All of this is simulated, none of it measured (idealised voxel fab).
process module | voxel self aligned vias
cross-section cut | 260 nm wide | cells 5 nm
A cross-section is a grid of square cells, given in bands from the top down. A band is one or more rows of cells.
Each band's line starts with the height of the band's top and of its bottom, in nm. Then come its materials from left to right, each with its width in nm. One material with "throughout" fills the band from edge to edge. "air" is empty space.
Height 0 is the level under which the wafer as received is all one material. The lowest band goes on downwards, as in "0 down".
A width such as "30 to 40" changes by the same amount from each row of cells to the next, from the band's top row to its bottom row.
"no change" after a step means that no cell of the cross-section changed.
closed voids: empty space of 8 cells or more with no open way to the top, each as width x height at its distance from the left edge, in nm
after a step's settings: what the simulator itself notes on the step
overlay nm, on a step with a mask: how far to the right of its planned place the mask lay; to the left if negative
plan
1 op RECEIVE | material Si
2 op CONFORMAL_DEP | material SiO2 | thk nm 10
3 op CONFORMAL_DEP | material SiCN | thk nm 5
4 op DIRECTIONAL_DEP | material lowk | thk nm 30
5 op MASKED_ETCH | tone open | mask id LINES | width nm 30 | pitch nm 70 | etch materials lowk | depth nm 30 | overlay nm 0
6 op CONFORMAL_DEP | material TiN | thk nm 5
7 op FILL_DEP | material Ru | thk nm 5
8 op CMP | height nm 45
9 op SELECTIVE_ETCH | etch materials W Ru TiN | depth nm 10
10 op FILL_DEP | material SiN | thk nm 5
11 op CMP | height nm 45
12 op DIRECTIONAL_DEP | material lowk | thk nm 15
13 op MASKED_ETCH | tone open | mask id VIAS | width nm 50 | pitch nm 140 | etch materials lowk | depth nm 15 | overlay nm 0
14 op MASKED_ETCH | tone open | mask id VIAS | width nm 50 | pitch nm 140 | etch materials SiN | depth nm 10 | overlay nm 0
15 op CONFORMAL_DEP | material TiN | thk nm 5
16 op FILL_DEP | material Ru | thk nm 10
17 op CMP | height nm 60
18 op CONFORMAL_DEP | material SiCN | thk nm 5
as received, after step 1
  0 down: Si throughout
  closed voids: none
first wafer at the end, as planned
  65 to 60: SiCN throughout
  60 to 50: lowk 35 | TiN 5 | Ru 40 | TiN 5 | lowk 90 | TiN 5 | Ru 40 | TiN 5 | lowk 35
  50 to 45: lowk 35 | TiN 15 | Ru 20 | TiN 15 | lowk 90 | TiN 15 | Ru 20 | TiN 15 | lowk 35
  45 to 40: lowk 45 | TiN 5 | Ru 20 | TiN 5 | lowk 40 | SiN 30 | lowk 40 | TiN 5 | Ru 20 | TiN 5 | lowk 45
  40 to 35: lowk 45 | TiN 30 | lowk 40 | SiN 30 | lowk 40 | TiN 30 | lowk 45
  35 to 20: lowk 45 | TiN 5 | Ru 20 | TiN 5 | lowk 40 | TiN 5 | Ru 20 | TiN 5 | lowk 40 | TiN 5 | Ru 20 | TiN 5 | lowk 45
  20 to 15: lowk 45 | TiN 30 | lowk 40 | TiN 30 | lowk 40 | TiN 30 | lowk 45
  15 to 10: SiCN throughout
  10 to 0: SiO2 throughout
  0 down: Si throughout
  closed voids: none
second wafer at the end: like start, like plan, one mistake
  65 to 60: SiCN throughout
  60 to 50: lowk 45 | TiN 5 | Ru 40 | TiN 5 | lowk 90 | TiN 5 | Ru 40 | TiN 5 | lowk 25
  50 to 45: lowk 45 | TiN 5 | Ru 20 | TiN 25 | lowk 90 | TiN 5 | Ru 20 | TiN 25 | lowk 25
  45 to 40: lowk 45 | TiN 5 | Ru 20 | TiN 5 | lowk 40 | SiN 30 | lowk 40 | TiN 5 | Ru 20 | TiN 5 | lowk 45
  40 to 35: lowk 45 | TiN 30 | lowk 40 | SiN 30 | lowk 40 | TiN 30 | lowk 45
  35 to 20: lowk 45 | TiN 5 | Ru 20 | TiN 5 | lowk 40 | TiN 5 | Ru 20 | TiN 5 | lowk 40 | TiN 5 | Ru 20 | TiN 5 | lowk 45
  20 to 15: lowk 45 | TiN 30 | lowk 40 | TiN 30 | lowk 40 | TiN 30 | lowk 45
  15 to 10: SiCN throughout
  10 to 0: SiO2 throughout
  0 down: Si throughout
  closed voids: none
what went wrong: step 13 ran as: op MASKED_ETCH | tone open | mask id VIAS | width nm 50 | pitch nm 140 | etch materials lowk | depth nm 15 | overlay nm 10
at the end the second wafer has, in cells: as many of each material as the first, in other places
